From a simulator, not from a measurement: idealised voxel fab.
Title: Process Module voxel gate over fins
Each square cell in cross-section cut measures 5 nm, and the section as a whole is 270 nm wide.
Each cross-section below is a grid of square cells, stated as bands in top-down order, with one or more rows of cells making up each band.
Band entry format. Leading values: height of top, height of bottom, nm. Remainder: materials in left-to-right order, each with its width in nm. Special words: "all across" on a single material, which then fills the band edge to edge; "empty", empty space.
Basically, 0 is our baseline, since under it the wafer straight out of the box is all one material. The bottom band has no lower end and keeps on going down, so it looks like "z 0 and below".
When a width is written as two numbers, as in "30->40", the first number is the width in the top row of cells of the band and the second is the width in its bottom row, and the width changes by the same amount from each row to the next.
Take "left unchanged" at face value: in the step it is given for, the cross-section changed in none of its cells.
The entry "Voids lacking openings" lists the empty spaces that cover at least 8 cells and have no open path to the top. Each is written as width x height at distance, where the distance is measured from the left edge and all three values are in nm.
Note: text after step settings on the step line = simulator remark on that step.
When a step includes a mask, the "overlay nm" setting on its line states how far to the right of its planned place that mask lay, and negative values state how far to the left.
Plan
step 1: op RECEIVE | material Si
step 2: op CONFORMAL_DEP | material SiN | thk nm 5
step 3: op PATTERN | tone cover | mask id FINS | material resist | width nm 15 | pitch nm 40 | thk nm 15 | overlay nm 0
step 4: op DIRECTIONAL_ETCH | etch materials SiN | depth nm 5
step 5: op DIRECTIONAL_ETCH | etch materials Si | depth nm 30
step 6: op STRIP | etch materials resist
step 7: op OXIDIZE | depth nm 5
step 8: op FILL_DEP | material SiO2 | thk nm 10
step 9: op CMP | height nm 5
step 10: op SELECTIVE_ETCH | etch materials SiO2 | depth nm 15
step 11: op STRIP | etch materials SiN
step 12: op CONFORMAL_DEP | material HfO2 | thk nm 5
step 13: op CONFORMAL_DEP | material TiN | thk nm 5
step 14: op FILL_DEP | material W | thk nm 10
step 15: op CMP | height nm 15
step 16: op CONFORMAL_DEP | material SiN | thk nm 5
Cross-section of the incoming wafer, state after step 1
> z 0 and below: Si all across
> Voids lacking openings: none
First of two wafers, end-of-module section, run followed plan
> z 20 to 15: SiN all across
> z 15 to 10: W all across
> z 10 to 5: W (80) | TiN (25) | W (15) | TiN (25) | W (15) | TiN (25) | W (85)
> z 5 to 0: W (80) | TiN (5) | HfO2 (15) | TiN (5) | W (15) | TiN (5) | HfO2 (15) | TiN (5) | W (15) | TiN (5) | HfO2 (15) | TiN (5) | W (85)
> z 0 to -5: TiN (85) | HfO2 (5) | Si (5) | HfO2 (5) | TiN (25) | HfO2 (5) | Si (5) | HfO2 (5) | TiN (25) | HfO2 (5) | Si (5) | HfO2 (5) | TiN (90)
> z -5 to -10: HfO2 (90) | Si (5) | HfO2 (35) | Si (5) | HfO2 (35) | Si (5) | HfO2 (95)
> z -10 to -35: SiO2 (90) | Si (5) | SiO2 (35) | Si (5) | SiO2 (35) | Si (5) | SiO2 (95)
> z -35 and below: Si all across
> Voids lacking openings: none
End of module, second wafer, cross-section. Started like the first, planned like the first, run with one mistake
> z 20 to 15: SiN all across
> z 15 to 10: W all across
> z 10 to 5: W (80) | HfO2 (25) | W (15) | HfO2 (25) | W (15) | HfO2 (25) | W (85)
> z 5 to 0: W (80) | HfO2 (5) | TiN (15) | HfO2 (5) | W (15) | HfO2 (5) | TiN (15) | HfO2 (5) | W (15) | HfO2 (5) | TiN (15) | HfO2 (5) | W (85)
> z 0 to -5: HfO2 (85) | TiN (5) | Si (5) | TiN (5) | HfO2 (25) | TiN (5) | Si (5) | TiN (5) | HfO2 (25) | TiN (5) | Si (5) | TiN (5) | HfO2 (90)
> z -5 to -10: TiN (90) | Si (5) | TiN (35) | Si (5) | TiN (35) | Si (5) | TiN (95)
> z -10 to -35: SiO2 (90) | Si (5) | SiO2 (35) | Si (5) | SiO2 (35) | Si (5) | SiO2 (95)
> z -35 and below: Si all across
> Voids lacking openings: none
What went wrong in running the wafer? sequence error: steps 12 and 13 interchanged
The concluding comparison shows that, measured in cells, each material is equally abundant on both wafers, albeit at different positions.
